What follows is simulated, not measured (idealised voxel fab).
Proc. module: voxel transistor to metal
Displayed cross-section: cut, width of 265 nm, square cells sized 5 nm.
This document writes a cross-section as a grid whose cells are square, and gives it as bands, listed from the top down; one or more rows of cells form a band.
In this notation a band is specified by the heights of its top and bottom, in that order and in nm, after which its materials appear from left to right, each paired with its width in nm. The word "throughout" attached to a single material means that material fills the band from edge to edge; the word "blank" stands for empty space.
Height is counted from the level 0, under which the received wafer is composed throughout of one material. The lowest of the bands is not closed at the bottom but continues downward, in the notation "0 down".
Per-row width for "30->40": begins at first number (top row of band), ends at second number (bottom row), increment between rows held constant.
When a step is marked "everything unchanged", none of the cells in the cross-section changed during that step.
Listed in "Enclosed empty spaces": every empty space of 8 or more cells without an open way to the top. Form: width x height at distance, the distance being from the left edge, all in nm.
Post-settings text on a step line: simulator's own remark regarding the step.
"overlay nm" denotes, for a step that has a mask, the displacement of the mask to the right of its planned place, with negative values corresponding to the left.
### Process steps foreseen in the plan
step 1: RECEIVE [material Si]
step 2: OXIDIZE [depth nm 5]
step 3: CONFORMAL_DEP [material SiN] [thk nm 15]
step 4: PATTERN [tone cover] [mask id ACTIVE] [material resist] [width nm 105] [pitch nm 130] [thk nm 20] [overlay nm 0]
step 5: DIRECTIONAL_ETCH [etch materials SiN] [depth nm 15]
step 6: DIRECTIONAL_ETCH [etch materials SiO2] [depth nm 5]
step 7: DIRECTIONAL_ETCH [etch materials Si] [depth nm 25]
step 8: STRIP [etch materials resist]
step 9: OXIDIZE [depth nm 5]
step 10: FILL_DEP [material SiO2] [thk nm 15]
step 11: CMP [height nm 15]
step 12: SELECTIVE_ETCH [etch materials SiO2] [depth nm 10]
step 13: STRIP [etch materials SiN]
step 14: SELECTIVE_ETCH [etch materials SiO2] [depth nm 5]
step 15: OXIDIZE [depth nm 5]
step 16: DIRECTIONAL_DEP [material polySi] [thk nm 25]
step 17: DIRECTIONAL_DEP [material SiCN] [thk nm 10]
step 18: MASKED_ETCH [tone cover] [mask id GATE] [width nm 25] [pitch nm 130] [etch materials SiCN] [depth nm 20] [overlay nm 0]
step 19: MASKED_ETCH [tone cover] [mask id GATE] [width nm 25] [pitch nm 130] [etch materials polySi] [depth nm 35] [overlay nm 0]
step 20: CONFORMAL_DEP [material SiN] [thk nm 5]
step 21: DIRECTIONAL_ETCH [etch materials SiN] [depth nm 5]
step 22: DIRECTIONAL_ETCH [etch materials SiO2] [depth nm 5]
step 23: EPI [material nSi] [thk nm 5]
step 24: FILL_DEP [material SiO2] [thk nm 5]
step 25: CMP [height nm 30]
step 26: DIRECTIONAL_DEP [material SiO2] [thk nm 10]
step 27: MASKED_ETCH [tone open] [mask id CONTACT] [width nm 15] [etch materials SiO2] [depth nm 45] [overlay nm 0]
step 28: CONFORMAL_DEP [material TiN] [thk nm 5]
step 29: FILL_DEP [material Ru] [thk nm 10]
step 30: CMP [height nm 40]
step 31: CONFORMAL_DEP [material SiN] [thk nm 5]
step 32: DIRECTIONAL_DEP [material SiO2] [thk nm 25]
step 33: MASKED_ETCH [tone open] [mask id METAL_1] [width nm 15] [etch materials SiO2] [depth nm 25] [overlay nm 0]
step 34: MASKED_ETCH [tone open] [mask id METAL_1] [width nm 15] [etch materials SiN] [depth nm 5] [overlay nm 0]
step 35: CONFORMAL_DEP [material TiN] [thk nm 5]
step 36: FILL_DEP [material Ru] [thk nm 10]
step 37: CMP [height nm 70]
step 38: EPI [material Ru] [thk nm 5]
step 39: FILL_DEP [material SiCN] [thk nm 5]
### Wafer cross-section on receipt, i.e. after step 1
	0 down | Si throughout
	Enclosed empty spaces: none
### As-planned run: cross-section of the first of two wafers at end of module
	80 to 75 | SiCN throughout
	75 to 70 | SiCN: 20, Ru: 25, SiCN: 45, Ru: 25, SiCN: 35, Ru: 25, SiCN: 45, Ru: 25, SiCN: 20
	70 to 45 | SiO2: 25, TiN: 5, Ru: 5, TiN: 5, SiO2: 55, TiN: 5, Ru: 5, TiN: 5, SiO2: 45, TiN: 5, Ru: 5, TiN: 5, SiO2: 55, TiN: 5, Ru: 5, TiN: 5, SiO2: 25
	45 to 40 | SiN: 25, TiN: 15, SiN: 55, TiN: 15, SiN: 45, TiN: 15, SiN: 55, TiN: 15, SiN: 25
	40 to 30 | SiO2: 25, TiN: 5, Ru: 5, TiN: 5, SiO2: 55, TiN: 5, Ru: 5, TiN: 5, SiO2: 45, TiN: 5, Ru: 5, TiN: 5, SiO2: 55, TiN: 5, Ru: 5, TiN: 5, SiO2: 25
	30 to 20 | SiO2: 25, TiN: 5, Ru: 5, TiN: 5, SiO2: 10, SiN: 5, SiCN: 25, SiN: 5, SiO2: 10, TiN: 5, Ru: 5, TiN: 5, SiO2: 45, TiN: 5, Ru: 5, TiN: 5, SiO2: 10, SiN: 5, SiCN: 25, SiN: 5, SiO2: 10, TiN: 5, Ru: 5, TiN: 5, SiO2: 25
	20 to 0 | SiO2: 25, TiN: 5, Ru: 5, TiN: 5, SiO2: 10, SiN: 5, polySi: 25, SiN: 5, SiO2: 10, TiN: 5, Ru: 5, TiN: 5, SiO2: 45, TiN: 5, Ru: 5, TiN: 5, SiO2: 10, SiN: 5, polySi: 25, SiN: 5, SiO2: 10, TiN: 5, Ru: 5, TiN: 5, SiO2: 25
	0 to -5 | SiO2: 10, SiN: 5, SiO2: 10, TiN: 15, SiO2: 10, SiN: 5, polySi: 25, SiN: 5, SiO2: 10, TiN: 15, SiO2: 10, SiN: 5, SiO2: 15, SiN: 5, SiO2: 10, TiN: 15, SiO2: 10, SiN: 5, polySi: 25, SiN: 5, SiO2: 10, TiN: 15, SiO2: 10, SiN: 5, SiO2: 10
	-5 to -10 | SiO2: 15, nSi: 35, SiO2: 35, nSi: 35, SiO2: 25, nSi: 35, SiO2: 35, nSi: 35, SiO2: 15
	-10 to -35 | SiO2: 20, Si: 95, SiO2: 35, Si: 95, SiO2: 20
	-35 down | Si throughout
	Enclosed empty spaces: none
### Same start, same plan as the first wafer - but one mistake in the run. Cross-section of the second of the two at the end of the module
	80 to 75 | SiCN throughout
	75 to 70 | SiCN: 20, Ru: 25, SiCN: 45, Ru: 25, SiCN: 35, Ru: 25, SiCN: 45, Ru: 25, SiCN: 20
	70 to 45 | SiO2: 25, TiN: 5, Ru: 5, TiN: 5, SiO2: 55, TiN: 5, Ru: 5, TiN: 5, SiO2: 45, TiN: 5, Ru: 5, TiN: 5, SiO2: 55, TiN: 5, Ru: 5, TiN: 5, SiO2: 25
	45 to 40 | SiN: 25, TiN: 15, SiN: 55, TiN: 15, SiN: 45, TiN: 15, SiN: 55, TiN: 15, SiN: 25
	40 to 30 | SiO2: 25, TiN: 5, Ru: 5, TiN: 5, SiO2: 55, TiN: 5, Ru: 5, TiN: 5, SiO2: 45, TiN: 5, Ru: 5, TiN: 5, SiO2: 55, TiN: 5, Ru: 5, TiN: 5, SiO2: 25
	30 to 20 | SiO2: 25, TiN: 5, Ru: 5, TiN: 5, SiN: 15, SiCN: 25, SiN: 15, TiN: 5, Ru: 5, TiN: 5, SiO2: 45, TiN: 5, Ru: 5, TiN: 5, SiN: 15, SiCN: 25, SiN: 15, TiN: 5, Ru: 5, TiN: 5, SiO2: 25
	20 to 10 | SiO2: 25, TiN: 5, Ru: 5, TiN: 5, SiN: 15, polySi: 25, SiN: 15, TiN: 5, Ru: 5, TiN: 5, SiO2: 45, TiN: 5, Ru: 5, TiN: 5, SiN: 15, polySi: 25, SiN: 15, TiN: 5, Ru: 5, TiN: 5, SiO2: 25
	10 to 5 | SiN: 25, TiN: 15, SiN: 15, polySi: 25, SiN: 15, TiN: 15, SiN: 45, TiN: 15, SiN: 15, polySi: 25, SiN: 15, TiN: 15, SiN: 25
	5 to 0 | SiN: 55, polySi: 25, SiN: 105, polySi: 25, SiN: 55
	0 to -5 | SiO2: 10, SiN: 45, polySi: 25, SiN: 45, SiO2: 15, SiN: 45, polySi: 25, SiN: 45, SiO2: 10
	-5 to -10 | SiO2 throughout
	-10 to -35 | SiO2: 20, Si: 95, SiO2: 35, Si: 95, SiO2: 20
	-35 down | Si throughout
	Enclosed empty spaces: none
What went wrong in running the wafer? so step 20 ended up running with a different setting than we planned, it ran as CONFORMAL_DEP [material SiN] [thk nm 15]
The closing comparison, in cells, has the second wafer with more or fewer of some materials than the first: 8 fewer of Ru, 126 more of SiN, 74 fewer of SiO2, 16 fewer of TiN, 28 fewer of nSi
